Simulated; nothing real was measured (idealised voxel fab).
process module | voxel spacer lines
cross-section cut | 225 nm wide | cells 5 nm
A cross-section is a grid of square cells, given in bands from the top down. A band is one or more rows of cells.
Each band's line starts with the height of the band's top and of its bottom, in nm. Then come its materials from left to right, each with its width in nm. One material with "throughout" fills the band from edge to edge. "air" is empty space.
Height 0 is the level under which the wafer as received is all one material. The lowest band goes on downwards, as in "0 down".
A width such as "30 to 40" changes by the same amount from each row of cells to the next, from the band's top row to its bottom row.
"no change" after a step means that no cell of the cross-section changed.
closed voids: empty space of 8 cells or more with no open way to the top, each as width x height at its distance from the left edge, in nm
after a step's settings: what the simulator itself notes on the step
overlay nm, on a step with a mask: how far to the right of its planned place the mask lay; to the left if negative
plan
1 op RECEIVE | material Si
2 op CONFORMAL_DEP | material SiO2 | thk nm 5
3 op DIRECTIONAL_DEP | material polySi | thk nm 20
4 op DIRECTIONAL_DEP | material aC | thk nm 25
5 op PATTERN | tone cover | mask id MANDREL | material resist | width nm 15 | pitch nm 60 | thk nm 30 | overlay nm 0
6 op DIRECTIONAL_ETCH | etch materials aC | depth nm 25
7 op STRIP | etch materials resist
8 op CONFORMAL_DEP | material SiN | thk nm 15
9 op DIRECTIONAL_ETCH | etch materials SiN | depth nm 15
10 op STRIP | etch materials aC
11 op DIRECTIONAL_ETCH | etch materials polySi | depth nm 20
12 op STRIP | etch materials SiN
first wafer, as planned
as received, after step 1
  0 down: Si throughout
  closed voids: none
after step 2
  5 to 0: SiO2 throughout
  below 0: unchanged
after step 3
  25 to 5: polySi throughout
  below 5: unchanged
after step 4
  50 to 25: aC throughout
  below 25: unchanged
after step 5
  80 to 50: air 75 | resist 15 | air 45 | resist 15 | air 75
  below 50: unchanged
after step 6
  55 to 50: air 75 | resist 15 | air 45 | resist 15 | air 75
  50 to 25: air 75 | aC 15 | air 45 | aC 15 | air 75
  below 25: unchanged
after step 7
  50 to 25: air 75 | aC 15 | air 45 | aC 15 | air 75
  below 25: unchanged
after step 8
  65 to 50: air 60 | SiN 45 | air 15 | SiN 45 | air 60
  50 to 40: air 60 | SiN 15 | aC 15 | SiN 15 | air 15 | SiN 15 | aC 15 | SiN 15 | air 60
  40 to 25: SiN 75 | aC 15 | SiN 45 | aC 15 | SiN 75
  below 25: unchanged
after step 9
  50 to 25: air 60 | SiN 15 | aC 15 | SiN 15 | air 15 | SiN 15 | aC 15 | SiN 15 | air 60
  below 25: unchanged
after step 10
  50 to 25: air 60 | SiN 15 | air 15 | SiN 15 | air 15 | SiN 15 | air 15 | SiN 15 | air 60
  below 25: unchanged
after step 11
  50 to 25: air 60 | SiN 15 | air 15 | SiN 15 | air 15 | SiN 15 | air 15 | SiN 15 | air 60
  25 to 5: air 60 | polySi 15 | air 15 | polySi 15 | air 15 | polySi 15 | air 15 | polySi 15 | air 60
  below 5: unchanged
after step 12
  25 to 5: air 60 | polySi 15 | air 15 | polySi 15 | air 15 | polySi 15 | air 15 | polySi 15 | air 60
  below 5: unchanged
second wafer: like start, like plan, one mistake. Through step 4 it matches the first wafer
when step 5 should have ended
  80 to 50: air 85 | resist 15 | air 45 | resist 15 | air 65
  below 50: unchanged
when step 6 should have ended
  55 to 50: air 85 | resist 15 | air 45 | resist 15 | air 65
  50 to 25: air 85 | aC 15 | air 45 | aC 15 | air 65
  below 25: unchanged
when step 7 should have ended
  50 to 25: air 85 | aC 15 | air 45 | aC 15 | air 65
  below 25: unchanged
when step 8 should have ended
  65 to 50: air 70 | SiN 45 | air 15 | SiN 45 | air 50
  50 to 40: air 70 | SiN 15 | aC 15 | SiN 15 | air 15 | SiN 15 | aC 15 | SiN 15 | air 50
  40 to 25: SiN 85 | aC 15 | SiN 45 | aC 15 | SiN 65
  below 25: unchanged
when step 9 should have ended
  50 to 25: air 70 | SiN 15 | aC 15 | SiN 15 | air 15 | SiN 15 | aC 15 | SiN 15 | air 50
  below 25: unchanged
when step 10 should have ended
  50 to 25: air 70 | SiN 15 | air 15 | SiN 15 | air 15 | SiN 15 | air 15 | SiN 15 | air 50
  below 25: unchanged
when step 11 should have ended
  50 to 25: air 70 | SiN 15 | air 15 | SiN 15 | air 15 | SiN 15 | air 15 | SiN 15 | air 50
  25 to 5: air 70 | polySi 15 | air 15 | polySi 15 | air 15 | polySi 15 | air 15 | polySi 15 | air 50
  below 5: unchanged
when step 12 should have ended
  25 to 5: air 70 | polySi 15 | air 15 | polySi 15 | air 15 | polySi 15 | air 15 | polySi 15 | air 50
  below 5: unchanged
what went wrong: step 5 ran as: op PATTERN | tone cover | mask id MANDREL | material resist | width nm 15 | pitch nm 60 | thk nm 30 | overlay nm 10
at the end the second wafer has, in cells: as many of each material as the first, in other places
